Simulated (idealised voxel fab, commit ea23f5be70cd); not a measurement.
Process module under the name voxel double patterning
Cross-sectional view cut (width: 275 nm; square cell size: 5 nm).
For the purposes of this document, a cross-section shall be understood as a grid of square cells, specified as bands listed in top-to-bottom order, each band consisting of one or more rows of cells. Per band: top height and bottom height in nm, followed by the left-to-right materials and their widths in nm; "all across" marks a single material spanning edge to edge, "empty" marks empty space. It should be noted that heights are counted from 0, beneath which the wafer as supplied is of one material throughout, and that the lowest band possesses no lower boundary but continues downward, as written in "0 down". Width: "30->40" (first number = top row, second number = bottom row, same change from row to row of cells). "stayed the same" (step): cross-section cells unchanged, all of them. Voids not open to the top, 8 cells minimum: see "Fully enclosed voids". Written width x height at distance; distance is from the left edge; nm. Past the settings on a step's line: simulator remark, on that step. The setting "overlay nm" may be written on the line of a step. When the step uses a mask, the value reports how far to the right of the planned place the mask lay, and a negative value reports that it lay to the left.
# Planned step list for the process
- 1: RECEIVE [material Si]
- 2: CONFORMAL_DEP [material SiO2] [thk nm 10]
- 3: DIRECTIONAL_DEP [material W] [thk nm 15]
- 4: DIRECTIONAL_DEP [material SiCN] [thk nm 5]
- 5: PATTERN [tone open] [mask id FIRST] [material resist] [width nm 15] [pitch nm 50] [thk nm 15] [overlay nm 0]
- 6: DIRECTIONAL_ETCH [etch materials SiCN] [depth nm 5]
- 7: STRIP [etch materials resist]
- 8: PATTERN [tone open] [mask id SECOND] [material resist] [width nm 15] [pitch nm 50] [thk nm 15] [overlay nm 0]
- 9: DIRECTIONAL_ETCH [etch materials SiCN] [depth nm 5]
- 10: STRIP [etch materials resist]
- 11: DIRECTIONAL_ETCH [etch materials W] [depth nm 15]
- 12: STRIP [etch materials SiCN]
# The first of two wafers, run as planned
# Cross-section of the incoming wafer, state after step 1
- 0 down = Si all across
- Fully enclosed voids: none
# Cross-section through the wafer, step 2 finished
- 10 to 0 = SiO2 all across
- At heights below 0, the structure remains unaltered.
# Cross-section through the wafer, step 3 finished
- 25 to 10 = W all across
- At heights below 10, the structure remains unaltered.
# Cross-section through the wafer, step 4 finished
- 30 to 25 = SiCN all across
- At heights below 25, the structure remains unaltered.
# Cross-section through the wafer, step 5 finished
- 45 to 30 = 80 nm resist / 15 nm empty / 35 nm resist / 15 nm empty / 35 nm resist / 15 nm empty / 80 nm resist
- At heights below 30, the structure remains unaltered.
# Cross-section through the wafer, step 6 finished
- 45 to 30 = 80 nm resist / 15 nm empty / 35 nm resist / 15 nm empty / 35 nm resist / 15 nm empty / 80 nm resist
- 30 to 25 = 80 nm SiCN / 15 nm empty / 35 nm SiCN / 15 nm empty / 35 nm SiCN / 15 nm empty / 80 nm SiCN
- At heights below 25, the structure remains unaltered.
# Cross-section through the wafer, step 7 finished
- 30 to 25 = 80 nm SiCN / 15 nm empty / 35 nm SiCN / 15 nm empty / 35 nm SiCN / 15 nm empty / 80 nm SiCN
- At heights below 25, the structure remains unaltered.
# Cross-section through the wafer, step 8 finished
- 45 to 30 = 105 nm resist / 15 nm empty / 35 nm resist / 15 nm empty / 105 nm resist
- 30 to 25 = 80 nm SiCN / 15 nm resist / 35 nm SiCN / 15 nm resist / 35 nm SiCN / 15 nm resist / 80 nm SiCN
- At heights below 25, the structure remains unaltered.
# Cross-section through the wafer, step 9 finished
- 45 to 30 = 105 nm resist / 15 nm empty / 35 nm resist / 15 nm empty / 105 nm resist
- 30 to 25 = 80 nm SiCN / 15 nm resist / 10 nm SiCN / 15 nm empty / 10 nm SiCN / 15 nm resist / 10 nm SiCN / 15 nm empty / 10 nm SiCN / 15 nm resist / 80 nm SiCN
- At heights below 25, the structure remains unaltered.
# Cross-section through the wafer, step 10 finished
- 30 to 25 = 80 nm SiCN / 15 nm empty / 10 nm SiCN / 15 nm empty / 10 nm SiCN / 15 nm empty / 10 nm SiCN / 15 nm empty / 10 nm SiCN / 15 nm empty / 80 nm SiCN
- At heights below 25, the structure remains unaltered.
# Cross-section through the wafer, step 11 finished
- 30 to 25 = 80 nm SiCN / 15 nm empty / 10 nm SiCN / 15 nm empty / 10 nm SiCN / 15 nm empty / 10 nm SiCN / 15 nm empty / 10 nm SiCN / 15 nm empty / 80 nm SiCN
- 25 to 10 = 80 nm W / 15 nm empty / 10 nm W / 15 nm empty / 10 nm W / 15 nm empty / 10 nm W / 15 nm empty / 10 nm W / 15 nm empty / 80 nm W
- At heights below 10, the structure remains unaltered.
# Cross-section through the wafer, step 12 finished
- 25 to 10 = 80 nm W / 15 nm empty / 10 nm W / 15 nm empty / 10 nm W / 15 nm empty / 10 nm W / 15 nm empty / 10 nm W / 15 nm empty / 80 nm W
- At heights below 10, the structure remains unaltered.
# second wafer: like start, like plan, one mistake. Through step 2 it matches the first wafer
# The second wafer in cross-section, at the planned close of step 3
- 40 to 10 = W all across
- At heights below 10, the structure remains unaltered.
# The second wafer in cross-section, at the planned close of step 4
- 45 to 40 = SiCN all across
- At heights below 40, the structure remains unaltered.
# The second wafer in cross-section, at the planned close of step 5
- 60 to 45 = 80 nm resist / 15 nm empty / 35 nm resist / 15 nm empty / 35 nm resist / 15 nm empty / 80 nm resist
- At heights below 45, the structure remains unaltered.
# The second wafer in cross-section, at the planned close of step 6
- 60 to 45 = 80 nm resist / 15 nm empty / 35 nm resist / 15 nm empty / 35 nm resist / 15 nm empty / 80 nm resist
- 45 to 40 = 80 nm SiCN / 15 nm empty / 35 nm SiCN / 15 nm empty / 35 nm SiCN / 15 nm empty / 80 nm SiCN
- At heights below 40, the structure remains unaltered.
# The second wafer in cross-section, at the planned close of step 7
- 45 to 40 = 80 nm SiCN / 15 nm empty / 35 nm SiCN / 15 nm empty / 35 nm SiCN / 15 nm empty / 80 nm SiCN
- At heights below 40, the structure remains unaltered.
# The second wafer in cross-section, at the planned close of step 8
- 60 to 45 = 105 nm resist / 15 nm empty / 35 nm resist / 15 nm empty / 105 nm resist
- 45 to 40 = 80 nm SiCN / 15 nm resist / 35 nm SiCN / 15 nm resist / 35 nm SiCN / 15 nm resist / 80 nm SiCN
- At heights below 40, the structure remains unaltered.
# The second wafer in cross-section, at the planned close of step 9
- 60 to 45 = 105 nm resist / 15 nm empty / 35 nm resist / 15 nm empty / 105 nm resist
- 45 to 40 = 80 nm SiCN / 15 nm resist / 10 nm SiCN / 15 nm empty / 10 nm SiCN / 15 nm resist / 10 nm SiCN / 15 nm empty / 10 nm SiCN / 15 nm resist / 80 nm SiCN
- At heights below 40, the structure remains unaltered.
# The second wafer in cross-section, at the planned close of step 10
- 45 to 40 = 80 nm SiCN / 15 nm empty / 10 nm SiCN / 15 nm empty / 10 nm SiCN / 15 nm empty / 10 nm SiCN / 15 nm empty / 10 nm SiCN / 15 nm empty / 80 nm SiCN
- At heights below 40, the structure remains unaltered.
# The second wafer in cross-section, at the planned close of step 11
- 45 to 40 = 80 nm SiCN / 15 nm empty / 10 nm SiCN / 15 nm empty / 10 nm SiCN / 15 nm empty / 10 nm SiCN / 15 nm empty / 10 nm SiCN / 15 nm empty / 80 nm SiCN
- 40 to 25 = 80 nm W / 15 nm empty / 10 nm W / 15 nm empty / 10 nm W / 15 nm empty / 10 nm W / 15 nm empty / 10 nm W / 15 nm empty / 80 nm W
- At heights below 25, the structure remains unaltered.
# The second wafer in cross-section, at the planned close of step 12
- 40 to 25 = 80 nm W / 15 nm empty / 10 nm W / 15 nm empty / 10 nm W / 15 nm empty / 10 nm W / 15 nm empty / 10 nm W / 15 nm empty / 80 nm W
- At heights below 25, the structure remains unaltered.
Nonconformance to the process plan: twice, step 3 of the plan was run
At the finish, the second wafer shows more or fewer cells for some materials than the first does: W +165
